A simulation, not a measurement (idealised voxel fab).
voxel self aligned vias: a process module
It is cross-section cut that appears here, measuring 270 nm in width, its square cells being 5 nm in size.
If you're reading a cross-section in this doc, picture square cells in a grid; it comes to you as bands, top ones listed first down to the bottom, and a band can be one or more rows of cells.
It is stipulated that each band's entry specify, in nanometres, the height of the top of the band and then that of its bottom, followed by the materials of the band in left-to-right sequence, each together with its width in nanometres. A single material marked by the word "everywhere" is understood to fill the band from edge to edge; the word "empty" is understood to denote empty space.
We count height from 0. Below that, the starting wafer is all one material. The lowest band never ends at the bottom but goes on down; see "0 and below" for how that is written.
Width spec "30->40" -> top row of cells at first value, bottom row at second value, equal per-row change in between.
"same as before", as given for a step, is the statement that not any cell of the cross-section underwent a change during that step.
Under "Listed closed voids" you'll find the enclosed gaps, the ones with no way out to the top, that are 8 cells or bigger; each reads width x height at distance, with distance counted from the left edge, everything in nm.
Step line, after settings: the simulator's comment on this step.
overlay nm: step with mask; distance mask lay right of planned place; negative value = left of planned place.

Steps in the process plan
1: RECEIVE | material Si
2: CONFORMAL_DEP | material SiO2 | thk nm 15
3: CONFORMAL_DEP | material SiCN | thk nm 5
4: DIRECTIONAL_DEP | material lowk | thk nm 25
5: MASKED_ETCH | tone open | mask id LINES | width nm 30 | pitch nm 70 | etch materials lowk | depth nm 25 | overlay nm 0
6: CONFORMAL_DEP | material TiN | thk nm 5
7: FILL_DEP | material W | thk nm 10
8: CMP | height nm 45
9: SELECTIVE_ETCH | etch materials W Ru TiN | depth nm 5
10: FILL_DEP | material SiN | thk nm 10
11: CMP | height nm 45
12: DIRECTIONAL_DEP | material lowk | thk nm 15
13: DIRECTIONAL_DEP | material aC | thk nm 15
14: PATTERN | tone open | mask id VIAS | material resist | width nm 50 | pitch nm 70 | thk nm 30 | overlay nm 0
15: DIRECTIONAL_ETCH | etch materials aC | depth nm 15
16: STRIP | etch materials resist
17: DIRECTIONAL_ETCH | etch materials lowk | depth nm 15
18: DIRECTIONAL_ETCH | etch materials SiN | depth nm 5
19: STRIP | etch materials aC
20: CONFORMAL_DEP | material TiN | thk nm 5
21: FILL_DEP | material W | thk nm 5
22: CMP | height nm 60
23: CONFORMAL_DEP | material SiN | thk nm 5

First out of two wafers; run went to plan

The cross-section here shows the wafer as received, i.e. in its state after step 1
    0 and below | Si everywhere
    Listed closed voids: none

Step 2 complete: cross-section through the wafer
    15 down to 0 | SiO2 everywhere
    Heights below 0 show no change.

Step 3 complete: cross-section through the wafer
    20 down to 15 | SiCN everywhere
    Heights below 15 show no change.

Step 4 complete: cross-section through the wafer
    45 down to 20 | lowk everywhere
    Heights below 20 show no change.

Step 5 complete: cross-section through the wafer
    45 down to 20 | lowk: 50, then empty: 30, then lowk: 40, then empty: 30, then lowk: 40, then empty: 30, then lowk: 50
    Heights below 20 show no change.

Step 6 complete: cross-section through the wafer
    50 down to 45 | TiN: 55, then empty: 20, then TiN: 50, then empty: 20, then TiN: 50, then empty: 20, then TiN: 55
    45 down to 25 | lowk: 50, then TiN: 5, then empty: 20, then TiN: 5, then lowk: 40, then TiN: 5, then empty: 20, then TiN: 5, then lowk: 40, then TiN: 5, then empty: 20, then TiN: 5, then lowk: 50
    25 down to 20 | lowk: 50, then TiN: 30, then lowk: 40, then TiN: 30, then lowk: 40, then TiN: 30, then lowk: 50
    Heights below 20 show no change.

Step 7 complete: cross-section through the wafer
    60 down to 50 | W everywhere
    50 down to 45 | TiN: 55, then W: 20, then TiN: 50, then W: 20, then TiN: 50, then W: 20, then TiN: 55
    45 down to 25 | lowk: 50, then TiN: 5, then W: 20, then TiN: 5, then lowk: 40, then TiN: 5, then W: 20, then TiN: 5, then lowk: 40, then TiN: 5, then W: 20, then TiN: 5, then lowk: 50
    Heights below 25 show no change.

Step 8 complete: cross-section through the wafer
    45 down to 25 | lowk: 50, then TiN: 5, then W: 20, then TiN: 5, then lowk: 40, then TiN: 5, then W: 20, then TiN: 5, then lowk: 40, then TiN: 5, then W: 20, then TiN: 5, then lowk: 50
    Heights below 25 show no change.

Step 9 complete: cross-section through the wafer
    45 down to 40 | lowk: 50, then empty: 30, then lowk: 40, then empty: 30, then lowk: 40, then empty: 30, then lowk: 50
    Heights below 40 show no change.

Step 10 complete: cross-section through the wafer
    55 down to 45 | SiN everywhere
    45 down to 40 | lowk: 50, then SiN: 30, then lowk: 40, then SiN: 30, then lowk: 40, then SiN: 30, then lowk: 50
    Heights below 40 show no change.

Step 11 complete: cross-section through the wafer
    45 down to 40 | lowk: 50, then SiN: 30, then lowk: 40, then SiN: 30, then lowk: 40, then SiN: 30, then lowk: 50
    Heights below 40 show no change.

Step 12 complete: cross-section through the wafer
    60 down to 45 | lowk everywhere
    Heights below 45 show no change.

Step 13 complete: cross-section through the wafer
    75 down to 60 | aC everywhere
    Heights below 60 show no change.

Step 14 complete: cross-section through the wafer
    105 down to 75 | resist: 40, then empty: 50, then resist: 20, then empty: 50, then resist: 20, then empty: 50, then resist: 40
    Heights below 75 show no change.

Step 15 complete: cross-section through the wafer
    90 down to 75 | resist: 40, then empty: 50, then resist: 20, then empty: 50, then resist: 20, then empty: 50, then resist: 40
    75 down to 60 | aC: 40, then empty: 50, then aC: 20, then empty: 50, then aC: 20, then empty: 50, then aC: 40
    Heights below 60 show no change.

Step 16 complete: cross-section through the wafer
    75 down to 60 | aC: 40, then empty: 50, then aC: 20, then empty: 50, then aC: 20, then empty: 50, then aC: 40
    Heights below 60 show no change.

Step 17 complete: cross-section through the wafer
    75 down to 60 | aC: 40, then empty: 50, then aC: 20, then empty: 50, then aC: 20, then empty: 50, then aC: 40
    60 down to 45 | lowk: 40, then empty: 50, then lowk: 20, then empty: 50, then lowk: 20, then empty: 50, then lowk: 40
    Heights below 45 show no change.

Step 18 complete: cross-section through the wafer
    75 down to 60 | aC: 40, then empty: 50, then aC: 20, then empty: 50, then aC: 20, then empty: 50, then aC: 40
    60 down to 45 | lowk: 40, then empty: 50, then lowk: 20, then empty: 50, then lowk: 20, then empty: 50, then lowk: 40
    45 down to 40 | lowk: 50, then empty: 30, then lowk: 40, then empty: 30, then lowk: 40, then empty: 30, then lowk: 50
    Heights below 40 show no change.

Step 19 complete: cross-section through the wafer
    60 down to 45 | lowk: 40, then empty: 50, then lowk: 20, then empty: 50, then lowk: 20, then empty: 50, then lowk: 40
    Heights below 45 show no change.

Step 20 complete: cross-section through the wafer
    65 down to 60 | TiN: 45, then empty: 40, then TiN: 30, then empty: 40, then TiN: 30, then empty: 40, then TiN: 45
    60 down to 50 | lowk: 40, then TiN: 5, then empty: 40, then TiN: 5, then lowk: 20, then TiN: 5, then empty: 40, then TiN: 5, then lowk: 20, then TiN: 5, then empty: 40, then TiN: 5, then lowk: 40
    50 down to 45 | lowk: 40, then TiN: 15, then empty: 20, then TiN: 15, then lowk: 20, then TiN: 15, then empty: 20, then TiN: 15, then lowk: 20, then TiN: 15, then empty: 20, then TiN: 15, then lowk: 40
    45 down to 40 | lowk: 50, then TiN: 30, then lowk: 40, then TiN: 30, then lowk: 40, then TiN: 30, then lowk: 50
    Heights below 40 show no change.

Step 21 complete: cross-section through the wafer
    70 down to 65 | W everywhere
    65 down to 60 | TiN: 45, then W: 40, then TiN: 30, then W: 40, then TiN: 30, then W: 40, then TiN: 45
    60 down to 50 | lowk: 40, then TiN: 5, then W: 40, then TiN: 5, then lowk: 20, then TiN: 5, then W: 40, then TiN: 5, then lowk: 20, then TiN: 5, then W: 40, then TiN: 5, then lowk: 40
    50 down to 45 | lowk: 40, then TiN: 15, then W: 20, then TiN: 15, then lowk: 20, then TiN: 15, then W: 20, then TiN: 15, then lowk: 20, then TiN: 15, then W: 20, then TiN: 15, then lowk: 40
    Heights below 45 show no change.

Step 22 complete: cross-section through the wafer
    60 down to 50 | lowk: 40, then TiN: 5, then W: 40, then TiN: 5, then lowk: 20, then TiN: 5, then W: 40, then TiN: 5, then lowk: 20, then TiN: 5, then W: 40, then TiN: 5, then lowk: 40
    Heights below 50 show no change.

Step 23 complete: cross-section through the wafer
    65 down to 60 | SiN everywhere
    Heights below 60 show no change.

Now the other wafer: same start, same recipe, but we messed up one thing when running it. Up to and including step 16 it's the same as the first one

Cross-section of the second wafer at the time step 17 of the plan should have ended
    75 down to 60 | aC: 40, then empty: 50, then aC: 20, then empty: 50, then aC: 20, then empty: 50, then aC: 40
    60 down to 45 | lowk: 40, then empty: 50, then lowk: 20, then empty: 50, then lowk: 20, then empty: 50, then lowk: 40
    45 down to 40 | lowk: 40, then empty: 10, then SiN: 30, then empty: 10, then lowk: 20, then empty: 10, then SiN: 30, then empty: 10, then lowk: 20, then empty: 10, then SiN: 30, then empty: 10, then lowk: 40
    40 down to 30 | lowk: 40, then empty: 10, then TiN: 5, then W: 20, then TiN: 5, then empty: 10, then lowk: 20, then empty: 10, then TiN: 5, then W: 20, then TiN: 5, then empty: 10, then lowk: 20, then empty: 10, then TiN: 5, then W: 20, then TiN: 5, then empty: 10, then lowk: 40
    Heights below 30 show no change.

Cross-section of the second wafer at the time step 18 of the plan should have ended
    75 down to 60 | aC: 40, then empty: 50, then aC: 20, then empty: 50, then aC: 20, then empty: 50, then aC: 40
    60 down to 40 | lowk: 40, then empty: 50, then lowk: 20, then empty: 50, then lowk: 20, then empty: 50, then lowk: 40
    Heights below 40 show no change.

Cross-section of the second wafer at the time step 19 of the plan should have ended
    60 down to 40 | lowk: 40, then empty: 50, then lowk: 20, then empty: 50, then lowk: 20, then empty: 50, then lowk: 40
    Heights below 40 show no change.

Cross-section of the second wafer at the time step 20 of the plan should have ended
    65 down to 60 | TiN: 45, then empty: 40, then TiN: 30, then empty: 40, then TiN: 30, then empty: 40, then TiN: 45
    60 down to 45 | lowk: 40, then TiN: 5, then empty: 40, then TiN: 5, then lowk: 20, then TiN: 5, then empty: 40, then TiN: 5, then lowk: 20, then TiN: 5, then empty: 40, then TiN: 5, then lowk: 40
    45 down to 40 | lowk: 40, then TiN: 50, then lowk: 20, then TiN: 50, then lowk: 20, then TiN: 50, then lowk: 40
    40 down to 30 | lowk: 40, then TiN: 15, then W: 20, then TiN: 15, then lowk: 20, then TiN: 15, then W: 20, then TiN: 15, then lowk: 20, then TiN: 15, then W: 20, then TiN: 15, then lowk: 40
    Heights below 30 show no change.

Cross-section of the second wafer at the time step 21 of the plan should have ended
    70 down to 65 | W everywhere
    65 down to 60 | TiN: 45, then W: 40, then TiN: 30, then W: 40, then TiN: 30, then W: 40, then TiN: 45
    60 down to 45 | lowk: 40, then TiN: 5, then W: 40, then TiN: 5, then lowk: 20, then TiN: 5, then W: 40, then TiN: 5, then lowk: 20, then TiN: 5, then W: 40, then TiN: 5, then lowk: 40
    Heights below 45 show no change.

Cross-section of the second wafer at the time step 22 of the plan should have ended
    60 down to 45 | lowk: 40, then TiN: 5, then W: 40, then TiN: 5, then lowk: 20, then TiN: 5, then W: 40, then TiN: 5, then lowk: 20, then TiN: 5, then W: 40, then TiN: 5, then lowk: 40
    Heights below 45 show no change.

Cross-section of the second wafer at the time step 23 of the plan should have ended
    65 down to 60 | SiN everywhere
    Heights below 60 show no change.
Plan not followed: plan step 17 was twice executed
Per the end-of-run cell counts, the second wafer holds more or fewer of some materials than the first: TiN +24 | W +12 | lowk -36
